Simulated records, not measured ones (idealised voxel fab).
Documented hereafter: the process module known as voxel released beams.
Shown is cross-section cut, with a width of 245 nm and square cells of size 5 nm.
A cross-section in this document is a grid of square cells, and it is written down as bands, the top band listed before the ones below it; a band is made up of one or more rows of cells. Per band: top height and bottom height in nm, followed by the left-to-right materials and their widths in nm; "full width" marks a single material spanning edge to edge, "air" marks empty space. Beneath 0, the wafer as received is one material, and that level is where height counting begins. The lowest band goes on downward without a bottom; it is written like "top 0, no bottom". The expression "30->40" gives the width at the extremes of the band, the first number at its top row of cells and the second at its bottom row, with the width changing by equal amounts from each row to the next in between. Basically "no modification" means that step didn't change any cell in the cross-section. Entry "Fully closed voids" = empty spaces >= 8 cells with no open way to the top; each as width x height at distance, distance from left edge, all nm. The remark found on a step's line after its settings is issued by the simulator itself and pertains to that step. Regarding "overlay nm": on a step with a mask, it is the distance the mask lay to the right of its planned place; a negative value places it to the left. Pairs from here to the end. Each: cross-section before one process step, cross-section after it, the latter only as far down as the lowest band that changed. Under each: the step between, and its settings. Mind that the pairs may be taken from different runs of this module on the same starting wafer; whether a pair continues from the pair above depends on its entry headed "Snapshot before", and it does only where that entry says so.

Snapshot before:
top 0, no bottom = Si full width
Fully closed voids: none

Cross-Section After Step:
top 10, bottom 0 = SiN full width
Below 0, the layers are the same as they were.
Fully closed voids: none
Applied between the two views above: CONFORMAL_DEP: material SiN, thk nm 10

Snapshot before: as in the pair right above, post-step view.

Cross-Section After Step:
top 25, bottom 10 = SiO2 full width
Below 10, the layers are the same as they were.
Fully closed voids: none
Applied between the two views above: DIRECTIONAL_DEP: material SiO2, thk nm 15

Snapshot before: as in the pair right above, post-step view.

Cross-Section After Step:
top 40, bottom 25 = resist (75), then air (45), then resist (125)
Below 25, the layers are the same as they were.
Fully closed voids: none
Applied between the two views above: PATTERN: tone open, mask id ANCHOR, material resist, width nm 45, thk nm 15, overlay nm 0

Snapshot before: as in the pair right above, post-step view.

Cross-Section After Step:
top 40, bottom 25 = resist (75), then air (45), then resist (125)
top 25, bottom 10 = SiO2 (75), then air (45), then SiO2 (125)
Below 10, the layers are the same as they were.
Fully closed voids: none
Applied between the two views above: DIRECTIONAL_ETCH: etch materials SiO2, depth nm 15

Snapshot before: as in the pair right above, post-step view.

Cross-Section After Step:
top 25, bottom 10 = SiO2 (75), then air (45), then SiO2 (125)
Below 10, the layers are the same as they were.
Fully closed voids: none
Applied between the two views above: STRIP: etch materials resist

Snapshot before: as in the pair right above, post-step view.

Cross-Section After Step:
top 40, bottom 25 = TiN (90), then air (15), then TiN (140)
top 25, bottom 10 = SiO2 (75), then TiN (45), then SiO2 (125)
Below 10, the layers are the same as they were.
Fully closed voids: none
Applied between the two views above: CONFORMAL_DEP: material TiN, thk nm 15

Snapshot before: as in the pair right above, post-step view.

Cross-Section After Step:
top 55, bottom 40 = air (70), then resist (95), then air (80)
top 40, bottom 25 = TiN (90), then resist (15), then TiN (140)
Below 25, the layers are the same as they were.
Fully closed voids: none
Applied between the two views above: PATTERN: tone cover, mask id BEAM, material resist, width nm 95, thk nm 15, overlay nm 0

Snapshot before: as in the pair right above, post-step view.

Cross-Section After Step:
top 55, bottom 40 = air (70), then resist (95), then air (80)
top 40, bottom 25 = air (70), then TiN (20), then resist (15), then TiN (60), then air (80)
Below 25, the layers are the same as they were.
Fully closed voids: none
Applied between the two views above: DIRECTIONAL_ETCH: etch materials TiN, depth nm 15

Snapshot before: as in the pair right above, post-step view.

Cross-Section After Step:
top 40, bottom 25 = air (70), then TiN (20), then air (15), then TiN (60), then air (80)
Below 25, the layers are the same as they were.
Fully closed voids: none
Applied between the two views above: STRIP: etch materials resist

Snapshot before: as in the pair right above, post-step view.

Cross-Section After Step:
top 40, bottom 25 = air (70), then TiN (20), then air (15), then TiN (60), then air (80)
top 25, bottom 10 = air (75), then TiN (45), then air (125)
Below 10, the layers are the same as they were.
Fully closed voids: none
Applied between the two views above: STRIP: etch materials SiO2

Snapshot before:
top 0, no bottom = Si full width
Fully closed voids: none

Cross-Section After Step:
top 15, bottom 0 = SiO2 full width
Below 0, the layers are the same as they were.
Fully closed voids: none
Applied between the two views above: DIRECTIONAL_DEP: material SiO2, thk nm 15

Snapshot before: as in the pair right above, post-step view.

Cross-Section After Step:
top 30, bottom 15 = resist (75), then air (45), then resist (125)
Below 15, the layers are the same as they were.
Fully closed voids: none
Applied between the two views above: PATTERN: tone open, mask id ANCHOR, material resist, width nm 45, thk nm 15, overlay nm 0

Snapshot before: as in the pair right above, post-step view.

Cross-Section After Step:
top 30, bottom 15 = resist (75), then air (45), then resist (125)
top 15, bottom 0 = SiO2 (75), then air (45), then SiO2 (125)
Below 0, the layers are the same as they were.
Fully closed voids: none
Applied between the two views above: DIRECTIONAL_ETCH: etch materials SiO2, depth nm 15

Snapshot before: as in the pair right above, post-step view.

Cross-Section After Step:
top 15, bottom 0 = SiO2 (75), then air (45), then SiO2 (125)
Below 0, the layers are the same as they were.
Fully closed voids: none
Applied between the two views above: STRIP: etch materials resist

Snapshot before: as in the pair right above, post-step view.

Cross-Section After Step:
top 30, bottom 15 = TiN (90), then air (15), then TiN (140)
top 15, bottom 0 = SiO2 (75), then TiN (45), then SiO2 (125)
Below 0, the layers are the same as they were.
Fully closed voids: none
Applied between the two views above: CONFORMAL_DEP: material TiN, thk nm 15

Snapshot before: as in the pair right above, post-step view.

Cross-Section After Step:
top 45, bottom 30 = air (70), then resist (95), then air (80)
top 30, bottom 15 = TiN (90), then resist (15), then TiN (140)
Below 15, the layers are the same as they were.
Fully closed voids: none
Applied between the two views above: PATTERN: tone cover, mask id BEAM, material resist, width nm 95, thk nm 15, overlay nm 0

Snapshot before: as in the pair right above, post-step view.

Cross-Section After Step:
top 45, bottom 30 = air (70), then resist (95), then air (80)
top 30, bottom 15 = air (70), then TiN (20), then resist (15), then TiN (60), then air (80)
Below 15, the layers are the same as they were.
Fully closed voids: none
Applied between the two views above: DIRECTIONAL_ETCH: etch materials TiN, depth nm 15

Snapshot before: as in the pair right above, post-step view.

Cross-Section After Step:
top 30, bottom 15 = air (70), then TiN (20), then air (15), then TiN (60), then air (80)
Below 15, the layers are the same as they were.
Fully closed voids: none
Applied between the two views above: STRIP: etch materials resist

Snapshot before: as in the pair right above, post-step view.

Cross-Section After Step:
top 30, bottom 15 = air (70), then TiN (20), then air (15), then TiN (60), then air (80)
top 15, bottom 0 = air (75), then TiN (45), then air (125)
Below 0, the layers are the same as they were.
Fully closed voids: none
Applied between the two views above: STRIP: etch materials SiO2

Snapshot before:
top 40, bottom 25 = TiN (90), then air (15), then TiN (140)
top 25, bottom 10 = SiO2 (75), then TiN (45), then SiO2 (125)
top 10, bottom 0 = SiN full width
top 0, no bottom = Si full width
Fully closed voids: none

Cross-Section After Step:
top 55, bottom 25 = TiN full width
Below 25, the layers are the same as they were.
Fully closed voids: none
Applied between the two views above: CONFORMAL_DEP: material TiN, thk nm 15

Snapshot before: as in the pair right above, post-step view.

Cross-Section After Step:
top 70, bottom 55 = air (70), then resist (95), then air (80)
Below 55, the layers are the same as they were.
Fully closed voids: none
Applied between the two views above: PATTERN: tone cover, mask id BEAM, material resist, width nm 95, thk nm 15, overlay nm 0

Snapshot before: as in the pair right above, post-step view.

Cross-Section After Step:
top 70, bottom 55 = air (70), then resist (95), then air (80)
top 55, bottom 40 = air (70), then TiN (95), then air (80)
Below 40, the layers are the same as they were.
Fully closed voids: none
Applied between the two views above: DIRECTIONAL_ETCH: etch materials TiN, depth nm 15

Snapshot before: as in the pair right above, post-step view.

Cross-Section After Step:
top 55, bottom 40 = air (70), then TiN (95), then air (80)
Below 40, the layers are the same as they were.
Fully closed voids: none
Applied between the two views above: STRIP: etch materials resist

Snapshot before:
top 15, bottom 0 = SiO2 full width
top 0, no bottom = Si full width
Fully closed voids: none

Cross-Section After Step:
top 25, bottom 15 = SiN full width
Below 15, the layers are the same as they were.
Fully closed voids: none
Applied between the two views above: CONFORMAL_DEP: material SiN, thk nm 10

Snapshot before: as in the pair right above, post-step view.

Cross-Section After Step:
top 40, bottom 25 = resist (75), then air (45), then resist (125)
Below 25, the layers are the same as they were.
Fully closed voids: none
Applied between the two views above: PATTERN: tone open, mask id ANCHOR, material resist, width nm 45, thk nm 15, overlay nm 0

Snapshot before: as in the pair right above, post-step view.

Cross-Section After Step:
top 25, bottom 15 = SiN full width
Below 15, the layers are the same as they were.
Fully closed voids: none
Applied between the two views above: STRIP: etch materials resist

Snapshot before: as in the pair right above, post-step view.

Cross-Section After Step:
top 40, bottom 25 = TiN full width
Below 25, the layers are the same as they were.
Fully closed voids: none
Applied between the two views above: CONFORMAL_DEP: material TiN, thk nm 15

Snapshot before: as in the pair right above, post-step view.

Cross-Section After Step:
top 55, bottom 40 = air (70), then resist (95), then air (80)
Below 40, the layers are the same as they were.
Fully closed voids: none
Applied between the two views above: PATTERN: tone cover, mask id BEAM, material resist, width nm 95, thk nm 15, overlay nm 0

Snapshot before: as in the pair right above, post-step view.

Cross-Section After Step:
top 55, bottom 40 = air (70), then resist (95), then air (80)
top 40, bottom 25 = air (70), then TiN (95), then air (80)
Below 25, the layers are the same as they were.
Fully closed voids: none
Applied between the two views above: DIRECTIONAL_ETCH: etch materials TiN, depth nm 15

Snapshot before: as in the pair right above, post-step view.

Cross-Section After Step:
top 40, bottom 25 = air (70), then TiN (95), then air (80)
Below 25, the layers are the same as they were.
Fully closed voids: none
Applied between the two views above: STRIP: etch materials resist

Snapshot before:
top 25, bottom 10 = SiO2 (75), then air (45), then SiO2 (125)
top 10, bottom 0 = SiN full width
top 0, no bottom = Si full width
Fully closed voids: none

Cross-Section After Step:
top 50, bottom 25 = TiN full width
top 25, bottom 10 = SiO2 (75), then TiN (45), then SiO2 (125)
Below 10, the layers are the same as they were.
Fully closed voids: none
Applied between the two views above: CONFORMAL_DEP: material TiN, thk nm 25

Snapshot before: as in the pair right above, post-step view.

Cross-Section After Step:
top 65, bottom 50 = air (70), then resist (95), then air (80)
Below 50, the layers are the same as they were.
Fully closed voids: none
Applied between the two views above: PATTERN: tone cover, mask id BEAM, material resist, width nm 95, thk nm 15, overlay nm 0

Snapshot before: as in the pair right above, post-step view.

Cross-Section After Step:
top 65, bottom 50 = air (70), then resist (95), then air (80)
top 50, bottom 35 = air (70), then TiN (95), then air (80)
Below 35, the layers are the same as they were.
Fully closed voids: none
Applied between the two views above: DIRECTIONAL_ETCH: etch materials TiN, depth nm 15

Snapshot before: as in the pair right above, post-step view.

Cross-Section After Step:
top 50, bottom 35 = air (70), then TiN (95), then air (80)
Below 35, the layers are the same as they were.
Fully closed voids: none
Applied between the two views above: STRIP: etch materials resist

Snapshot before:
top 40, bottom 25 = TiN (90), then air (15), then TiN (140)
top 25, bottom 10 = SiO2 (75), then TiN (45), then SiO2 (125)
top 10, bottom 0 = SiN full width
top 0, no bottom = Si full width
Fully closed voids: none

Cross-Section After Step:
top 55, bottom 40 = air (70), then resist (100), then air (75)
top 40, bottom 25 = TiN (90), then resist (15), then TiN (140)
Below 25, the layers are the same as they were.
Fully closed voids: none
Applied between the two views above: PATTERN: tone cover, mask id BEAM, material resist, width nm 100, thk nm 15, overlay nm 0

Snapshot before: as in the pair right above, post-step view.

Cross-Section After Step:
top 55, bottom 40 = air (70), then resist (100), then air (75)
top 40, bottom 25 = air (70), then TiN (20), then resist (15), then TiN (65), then air (75)
Below 25, the layers are the same as they were.
Fully closed voids: none
Applied between the two views above: DIRECTIONAL_ETCH: etch materials TiN, depth nm 15

Snapshot before: as in the pair right above, post-step view.

Cross-Section After Step:
top 40, bottom 25 = air (70), then TiN (20), then air (15), then TiN (65), then air (75)
Below 25, the layers are the same as they were.
Fully closed voids: none
Applied between the two views above: STRIP: etch materials resist

Snapshot before: as in the pair right above, post-step view.

Cross-Section After Step:
top 40, bottom 25 = air (70), then TiN (20), then air (15), then TiN (65), then air (75)
top 25, bottom 10 = air (75), then TiN (45), then air (125)
Below 10, the layers are the same as they were.
Fully closed voids: none
Applied between the two views above: STRIP: etch materials SiO2

Snapshot before:
top 40, bottom 25 = TiN (90), then air (15), then TiN (140)
top 25, bottom 10 = SiO2 (75), then TiN (45), then SiO2 (125)
top 10, bottom 0 = SiN full width
top 0, no bottom = Si full width
Fully closed voids: none

Cross-Section After Step:
top 55, bottom 40 = air (65), then resist (95), then air (85)
top 40, bottom 25 = TiN (90), then resist (15), then TiN (140)
Below 25, the layers are the same as they were.
Fully closed voids: none
Applied between the two views above: PATTERN: tone cover, mask id BEAM, material resist, width nm 95, thk nm 15, overlay nm -5

Snapshot before: as in the pair right above, post-step view.

Cross-Section After Step:
top 55, bottom 40 = air (65), then resist (95), then air (85)
top 40, bottom 25 = air (65), then TiN (25), then resist (15), then TiN (55), then air (85)
Below 25, the layers are the same as they were.
Fully closed voids: none
Applied between the two views above: DIRECTIONAL_ETCH: etch materials TiN, depth nm 15

Snapshot before: as in the pair right above, post-step view.

Cross-Section After Step:
top 40, bottom 25 = air (65), then TiN (25), then air (15), then TiN (55), then air (85)
Below 25, the layers are the same as they were.
Fully closed voids: none
Applied between the two views above: STRIP: etch materials resist

Snapshot before: as in the pair right above, post-step view.

Cross-Section After Step:
top 40, bottom 25 = air (65), then TiN (25), then air (15), then TiN (55), then air (85)
top 25, bottom 10 = air (75), then TiN (45), then air (125)
Below 10, the layers are the same as they were.
Fully closed voids: none
Applied between the two views above: STRIP: etch materials SiO2

Snapshot before:
top 10, bottom 0 = SiN full width
top 0, no bottom = Si full width
Fully closed voids: none

Cross-Section After Step:
top 25, bottom 10 = TiN full width
Below 10, the layers are the same as they were.
Fully closed voids: none
Applied between the two views above: DIRECTIONAL_DEP: material TiN, thk nm 15

Snapshot before: as in the pair right above, post-step view.

Cross-Section After Step:
top 40, bottom 25 = resist (75), then air (45), then resist (125)
Below 25, the layers are the same as they were.
Fully closed voids: none
Applied between the two views above: PATTERN: tone open, mask id ANCHOR, material resist, width nm 45, thk nm 15, overlay nm 0

Snapshot before: as in the pair right above, post-step view.

Cross-Section After Step:
top 25, bottom 10 = TiN full width
Below 10, the layers are the same as they were.
Fully closed voids: none
Applied between the two views above: STRIP: etch materials resist

Snapshot before: as in the pair right above, post-step view.

Cross-Section After Step:
top 40, bottom 10 = TiN full width
Below 10, the layers are the same as they were.
Fully closed voids: none
Applied between the two views above: CONFORMAL_DEP: material TiN, thk nm 15

Snapshot before: as in the pair right above, post-step view.

Cross-Section After Step:
top 55, bottom 40 = air (70), then resist (95), then air (80)
Below 40, the layers are the same as they were.
Fully closed voids: none
Applied between the two views above: PATTERN: tone cover, mask id BEAM, material resist, width nm 95, thk nm 15, overlay nm 0

Snapshot before: as in the pair right above, post-step view.

Cross-Section After Step:
top 55, bottom 40 = air (70), then resist (95), then air (80)
top 40, bottom 25 = air (70), then TiN (95), then air (80)
Below 25, the layers are the same as they were.
Fully closed voids: none
Applied between the two views above: DIRECTIONAL_ETCH: etch materials TiN, depth nm 15

Snapshot before: as in the pair right above, post-step view.

Cross-Section After Step:
top 40, bottom 25 = air (70), then TiN (95), then air (80)
Below 25, the layers are the same as they were.
Fully closed voids: none
Applied between the two views above: STRIP: etch materials resist

Snapshot before:
top 25, bottom 10 = SiO2 full width
top 10, bottom 0 = SiN full width
top 0, no bottom = Si full width
Fully closed voids: none

Cross-Section After Step:
top 40, bottom 25 = air (75), then resist (45), then air (125)
Below 25, the layers are the same as they were.
Fully closed voids: none
Applied between the two views above: PATTERN: tone cover, mask id ANCHOR, material resist, width nm 45, thk nm 15, overlay nm 0

Snapshot before: as in the pair right above, post-step view.

Cross-Section After Step:
top 40, bottom 25 = air (75), then resist (45), then air (125)
top 25, bottom 10 = air (75), then SiO2 (45), then air (125)
Below 10, the layers are the same as they were.
Fully closed voids: none
Applied between the two views above: DIRECTIONAL_ETCH: etch materials SiO2, depth nm 15

Snapshot before: as in the pair right above, post-step view.

Cross-Section After Step:
top 25, bottom 10 = air (75), then SiO2 (45), then air (125)
Below 10, the layers are the same as they were.
Fully closed voids: none
Applied between the two views above: STRIP: etch materials resist

Snapshot before: as in the pair right above, post-step view.

Cross-Section After Step:
top 40, bottom 25 = air (60), then TiN (75), then air (110)
top 25, bottom 10 = TiN (75), then SiO2 (45), then TiN (125)
Below 10, the layers are the same as they were.
Fully closed voids: none
Applied between the two views above: CONFORMAL_DEP: material TiN, thk nm 15

Snapshot before: as in the pair right above, post-step view.

Cross-Section After Step:
top 55, bottom 40 = air (70), then resist (95), then air (80)
top 40, bottom 25 = air (60), then TiN (75), then resist (30), then air (80)
Below 25, the layers are the same as they were.
Fully closed voids: none
Applied between the two views above: PATTERN: tone cover, mask id BEAM, material resist, width nm 95, thk nm 15, overlay nm 0

Snapshot before: as in the pair right above, post-step view.

Cross-Section After Step:
top 55, bottom 40 = air (70), then resist (95), then air (80)
top 40, bottom 25 = air (70), then TiN (65), then resist (30), then air (80)
top 25, bottom 10 = air (60), then TiN (15), then SiO2 (45), then TiN (45), then air (80)
Below 10, the layers are the same as they were.
Fully closed voids: none
Applied between the two views above: DIRECTIONAL_ETCH: etch materials TiN, depth nm 15

Snapshot before: as in the pair right above, post-step view.

Cross-Section After Step:
top 40, bottom 25 = air (70), then TiN (65), then air (110)
Below 25, the layers are the same as they were.
Fully closed voids: none
Applied between the two views above: STRIP: etch materials resist
